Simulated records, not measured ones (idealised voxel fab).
The process module that follows is named voxel air gaps.
Shown is cross-section cut, with a width of 275 nm and square cells of size 5 nm.
In what follows, cross-sections appear as grids of square cells, described through bands that run from the top down, where every band is one or more rows of cells.
Band: top height; bottom height; in nm. Then, left to right: material with width in nm, for each material. "throughout": a single material spanning edge to edge. "air": empty space.
Measure heights from 0. That's the level where, below it, the as-received wafer is all one material. The lowest band is bottomless and extends downward; write it as in "0 down".
Top row gets the first number, bottom row gets the second, and each row in between changes by the same step: that is how a band width like "30->40" works.
No cell of the cross-section changed in a step that is given as "nothing changed".
For the entry "Closed void table", the listed items are empty spaces with no open way to the top whose size is 8 cells or more; each item follows the pattern width x height at distance, where distance is from the left edge and all three are in nm.
It should be noted that, on the line of a given step, the content following the step's settings is a remark produced by the simulator itself with respect to that step.
"overlay nm" on a masked step: distance the mask lay right of its planned place, negative for left.

# Here's what the planned process steps look like
1,RECEIVE (material Si)
2,CONFORMAL_DEP (material SiO2; thk nm 10)
3,CONFORMAL_DEP (material SiCN; thk nm 5)
4,DIRECTIONAL_DEP (material SiO2; thk nm 35)
5,MASKED_ETCH (tone open; mask id LINES; width nm 20; pitch nm 45; etch materials SiO2; depth nm 35; overlay nm 0)
6,CONFORMAL_DEP (material TiN; thk nm 5)
7,FILL_DEP (material Ru; thk nm 5)
8,CMP (height nm 50)
9,EPI (material Ru; thk nm 10)
10,SELECTIVE_ETCH (etch materials SiO2; depth nm 45)
11,CONFORMAL_DEP (material SiCN; thk nm 5)

# Wafer as received: cross-section following step 1
	0 down: Si throughout
	Closed void table: none

# The following cross-section depicts the wafer upon conclusion of the module. Processing commenced from the starting condition illustrated above and adhered to the plan illustrated above, save for one mistake in execution
	65 to 60: SiCN throughout
	60 to 50: Ru throughout
	50 to 20: Ru (75), TiN (5), SiO2 (20), TiN (5), Ru (15), TiN (5), SiO2 (20), TiN (5), Ru (15), TiN (5), SiO2 (20), TiN (5), Ru (80)
	20 to 15: TiN (80), SiO2 (20), TiN (25), SiO2 (20), TiN (25), SiO2 (20), TiN (85)
	15 to 10: SiCN throughout
	10 to 0: SiO2 throughout
	0 down: Si throughout
	Closed void table: none
Short version of what went wrong: in deviation from the planned setting, step 5 was conducted as MASKED_ETCH (tone cover; mask id LINES; width nm 20; pitch nm 45; etch materials SiO2; depth nm 35; overlay nm 0)
